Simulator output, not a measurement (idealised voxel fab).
process module | voxel ribs on slabs
cross-section cut | 250 nm wide | cells 5 nm
A cross-section is a grid of square cells, given in bands from the top down. A band is one or more rows of cells.
Each band's line starts with the height of the band's top and of its bottom, in nm. Then come its materials from left to right, each with its width in nm. One material with "throughout" fills the band from edge to edge. "air" is empty space.
Height 0 is the level under which the wafer as received is all one material. The lowest band goes on downwards, as in "0 down".
A width such as "30 to 40" changes by the same amount from each row of cells to the next, from the band's top row to its bottom row.
"no change" after a step means that no cell of the cross-section changed.
closed voids: empty space of 8 cells or more with no open way to the top, each as width x height at its distance from the left edge, in nm
after a step's settings: what the simulator itself notes on the step
overlay nm, on a step with a mask: how far to the right of its planned place the mask lay; to the left if negative
plan
1 op RECEIVE | material Si
2 op DIRECTIONAL_DEP | material SiO2 | thk nm 20
3 op DIRECTIONAL_DEP | material polySi | thk nm 15
4 op DIRECTIONAL_DEP | material aC | thk nm 15
5 op PATTERN | tone cover | mask id RIB | material resist | width nm 25 | thk nm 35 | overlay nm 0
6 op DIRECTIONAL_ETCH | etch materials aC | depth nm 15
7 op STRIP | etch materials resist
8 op DIRECTIONAL_ETCH | etch materials polySi | depth nm 10
9 op STRIP | etch materials aC
10 op PATTERN | tone cover | mask id SLAB | material resist | width nm 75 | thk nm 20 | overlay nm 0
11 op DIRECTIONAL_ETCH | etch materials polySi | depth nm 5
12 op STRIP | etch materials resist
13 op FILL_DEP | material SiO2 | thk nm 15
14 op CMP | height nm 45
15 op DIRECTIONAL_DEP | material W | thk nm 10
16 op MASKED_ETCH | tone cover | mask id HEATER | width nm 35 | etch materials W | depth nm 10 | overlay nm 0
17 op CONFORMAL_DEP | material SiN | thk nm 5
as received, after step 1
  0 down: Si throughout
  closed voids: none
a wafer at the end: this start, this plan, one mistake
  60 to 55: SiN 110 | air 25 | SiN 115
  55 to 50: W 105 | SiN 5 | air 25 | SiN 5 | W 110
  50 to 45: W 105 | SiN 35 | W 110
  45 to 35: SiO2 throughout
  35 to 25: SiO2 110 | polySi 25 | SiO2 115
  25 to 20: SiO2 85 | polySi 75 | SiO2 90
  20 to 0: SiO2 throughout
  0 down: Si throughout
  closed voids: none
what went wrong: step 16 ran as: op MASKED_ETCH | tone open | mask id HEATER | width nm 35 | etch materials W | depth nm 10 | overlay nm 0
